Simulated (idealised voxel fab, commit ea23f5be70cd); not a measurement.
The following process module bears the name voxel released beams.
Pictured: cross-section cut, 250 nm wide, on a grid of 5 nm square cells.
Format of a cross-section: grid, square cells. Given as bands. Order: top down. Band: one or more rows of cells. Band entry format. Leading values: height of top, height of bottom, nm. Remainder: materials in left-to-right order, each with its width in nm. Special words: "throughout" on a single material, which then fills the band edge to edge; "blank", empty space. Note: height 0 marks the level under which the wafer is uniformly one material as received. Lowest band unbounded below, written "0 and below". Width spec "30 to 40" -> top row of cells at first value, bottom row at second value, equal per-row change in between. "remains unaltered" after a step means that no cell of the cross-section changed. The label "Sealed cavities" introduces a list of the empty spaces, 8 cells or larger, that have no open way up to the top; each entry in it reads width x height at distance, where the distance is taken from the left edge and all three are stated in nm. Whatever follows a step's settings on its line is a remark the simulator itself makes about that step. You can add "overlay nm" to a step's line. For a step with a mask, it describes how far the mask lay to the right of its planned position, and a negative number describes a lay to the left.

Process steps - plan
1) RECEIVE | material Si
2) CONFORMAL_DEP | material SiN | thk nm 5
3) DIRECTIONAL_DEP | material SiO2 | thk nm 10
4) PATTERN | tone open | mask id ANCHOR | material resist | width nm 25 | thk nm 15 | overlay nm 0
5) DIRECTIONAL_ETCH | etch materials SiO2 | depth nm 10
6) STRIP | etch materials resist
7) CONFORMAL_DEP | material W | thk nm 10
8) DIRECTIONAL_DEP | material aC | thk nm 10
9) PATTERN | tone cover | mask id BEAM | material resist | width nm 70 | thk nm 25 | overlay nm 0
10) DIRECTIONAL_ETCH | etch materials aC | depth nm 10
11) STRIP | etch materials resist
12) DIRECTIONAL_ETCH | etch materials W | depth nm 10
13) STRIP | etch materials aC
14) STRIP | etch materials SiO2

Cross-section: wafer on arrival = after step 1
- 0 and below  Si throughout
- Sealed cavities: none

First wafer of two, sectioned at end of module; run went per plan
- 25 down to 15  85 of blank, then 15 of W, then 5 of blank, then 50 of W, then 95 of blank
- 15 down to 5  90 of blank, then 25 of W, then 135 of blank
- 5 down to 0  SiN throughout
- 0 and below  Si throughout
- Sealed cavities: none

Same start, same plan as the first wafer - but one mistake in the run. Cross-section of the second of the two at the end of the module
- 25 down to 15  85 of blank, then 15 of W, then 5 of blank, then 50 of W, then 95 of blank
- 15 down to 5  90 of blank, then 25 of W, then 135 of blank
- 5 down to 0  W throughout
- 0 and below  Si throughout
- Sealed cavities: none
Processing error: step 2 off recipe, ran as CONFORMAL_DEP | material W | thk nm 5
Count the cells at the end and the second wafer has more or fewer of some materials than the first: SiN: 50 fewer; W: 50 more
